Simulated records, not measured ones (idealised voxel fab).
process module | voxel plated lines
cross-section cut | 210 nm wide | cells 5 nm
A cross-section is a grid of square cells, given in bands from the top down. A band is one or more rows of cells.
Each band's line starts with the height of the band's top and of its bottom, in nm. Then come its materials from left to right, each with its width in nm. One material with "throughout" fills the band from edge to edge. "air" is empty space.
Height 0 is the level under which the wafer as received is all one material. The lowest band goes on downwards, as in "0 down".
A width such as "30 to 40" changes by the same amount from each row of cells to the next, from the band's top row to its bottom row.
"no change" after a step means that no cell of the cross-section changed.
closed voids: empty space of 8 cells or more with no open way to the top, each as width x height at its distance from the left edge, in nm
after a step's settings: what the simulator itself notes on the step
overlay nm, on a step with a mask: how far to the right of its planned place the mask lay; to the left if negative
plan
1 op RECEIVE | material Si
2 op CONFORMAL_DEP | material SiN | thk nm 10
3 op DIRECTIONAL_DEP | material TiN | thk nm 5
4 op PATTERN | tone open | mask id LINES | material resist | width nm 15 | pitch nm 45 | thk nm 30 | overlay nm 0
5 op EPI | material Ru | thk nm 10
6 op EPI | material Ru | thk nm 10
7 op STRIP | etch materials resist
8 op DIRECTIONAL_ETCH | etch materials TiN | depth nm 5
9 op CONFORMAL_DEP | material SiCN | thk nm 5
varied across the wafers: width nm of step 4. The plan shows the first wafer's value. All wafers start alike
first wafer as received, after step 1
  0 down: Si throughout
  closed voids: none
each wafer at the end: cells of each material gained (+) or lost (-) since it was received, then its closed voids
width nm 15 | +48 Ru | +82 SiCN | +84 SiN | +12 TiN | closed voids: none
width nm 20 | +64 Ru | +82 SiCN | +84 SiN | +16 TiN | closed voids: none
width nm 25 | +80 Ru | +82 SiCN | +84 SiN | +20 TiN | closed voids: none
width nm 30 | +96 Ru | +82 SiCN | +84 SiN | +24 TiN | closed voids: none
